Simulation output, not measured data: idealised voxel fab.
Title: Process Module voxel trench capacitor
Cross-section cut spans 240 nm and uses square cells 5 nm in size.
A cross-section in this document is a grid of square cells, and it is written down as bands, the top band listed before the ones below it; a band is made up of one or more rows of cells.
For a band, the entry starts with two heights in nm, that of the top and then that of the bottom, and carries on with the band's materials in order from left to right, each alongside its width in nm; the word "edge to edge" beside a single material means it fills the band edge to edge, and "blank" means empty space.
Ref level 0: as-received wafer is one material below here. Bottom band extends down with no lower bound ("0..down").
Top row gets the first number, bottom row gets the second, and each row in between changes by the same step: that is how a band width like "30 to 40" works.
When a step is marked "remained the same", none of the cells in the cross-section changed during that step.
Empty spaces without an open route to the top, at least 8 cells in extent, make up the entry "Fully enclosed voids"; each is given as width x height at distance, where the distance is measured from the left edge, and all are in nm.
Post-settings text on a step line: simulator's own remark regarding the step.
Regarding "overlay nm": on a step with a mask, it is the distance the mask lay to the right of its planned place; a negative value places it to the left.
Steps planned for the process:
1,RECEIVE | material Si
2,CONFORMAL_DEP | material SiN | thk nm 10
3,MASKED_ETCH | tone open | mask id TRENCH | width nm 30 | pitch nm 60 | etch materials SiN | depth nm 10 | overlay nm 0
4,MASKED_ETCH | tone open | mask id TRENCH | width nm 30 | pitch nm 60 | etch materials Si | depth nm 30 | overlay nm 0
5,CONFORMAL_DEP | material Al2O3 | thk nm 5
6,CONFORMAL_DEP | material TiN | thk nm 5
7,FILL_DEP | material W | thk nm 10
8,CMP | height nm 10
This is the cross-section of the wafer as we received it, i.e. after step 1:
  0..down: Si edge to edge
  Fully enclosed voids: none
First wafer of two, sectioned at end of module; run went per plan:
  10..0: SiN (45)  Al2O3 (5)  TiN (5)  W (10)  TiN (5)  Al2O3 (5)  SiN (30)  Al2O3 (5)  TiN (5)  W (10)  TiN (5)  Al2O3 (5)  SiN (30)  Al2O3 (5)  TiN (5)  W (10)  TiN (5)  Al2O3 (5)  SiN (45)
  0..-20: Si (45)  Al2O3 (5)  TiN (5)  W (10)  TiN (5)  Al2O3 (5)  Si (30)  Al2O3 (5)  TiN (5)  W (10)  TiN (5)  Al2O3 (5)  Si (30)  Al2O3 (5)  TiN (5)  W (10)  TiN (5)  Al2O3 (5)  Si (45)
  -20..-25: Si (45)  Al2O3 (5)  TiN (20)  Al2O3 (5)  Si (30)  Al2O3 (5)  TiN (20)  Al2O3 (5)  Si (30)  Al2O3 (5)  TiN (20)  Al2O3 (5)  Si (45)
  -25..-30: Si (45)  Al2O3 (30)  Si (30)  Al2O3 (30)  Si (30)  Al2O3 (30)  Si (45)
  -30..down: Si edge to edge
  Fully enclosed voids: none
Cross-section, second wafer: same start as the first, same plan as the first, one mistake in running it; taken at the end of the module:
  10..0: SiN (45)  Al2O3 (5)  TiN (5)  W (10)  TiN (5)  Al2O3 (5)  SiN (30)  Al2O3 (5)  TiN (5)  W (10)  TiN (5)  Al2O3 (5)  SiN (30)  Al2O3 (5)  TiN (5)  W (10)  TiN (5)  Al2O3 (5)  SiN (45)
  0..-10: Si (45)  Al2O3 (5)  TiN (5)  W (10)  TiN (5)  Al2O3 (5)  Si (30)  Al2O3 (5)  TiN (5)  W (10)  TiN (5)  Al2O3 (5)  Si (30)  Al2O3 (5)  TiN (5)  W (10)  TiN (5)  Al2O3 (5)  Si (45)
  -10..-15: Si (45)  Al2O3 (5)  TiN (20)  Al2O3 (5)  Si (30)  Al2O3 (5)  TiN (20)  Al2O3 (5)  Si (30)  Al2O3 (5)  TiN (20)  Al2O3 (5)  Si (45)
  -15..-20: Si (45)  Al2O3 (30)  Si (30)  Al2O3 (30)  Si (30)  Al2O3 (30)  Si (45)
  -20..down: Si edge to edge
  Fully enclosed voids: none
Processing error: step 4 changed vs plan, executed as MASKED_ETCH | tone open | mask id TRENCH | width nm 30 | pitch nm 60 | etch materials Si | depth nm 20 | overlay nm 0
Wafer comparison, final, in cells, second relative to first, materials more or fewer: Al2O3: 12 fewer, Si: 36 more, TiN: 12 fewer, W: 12 fewer
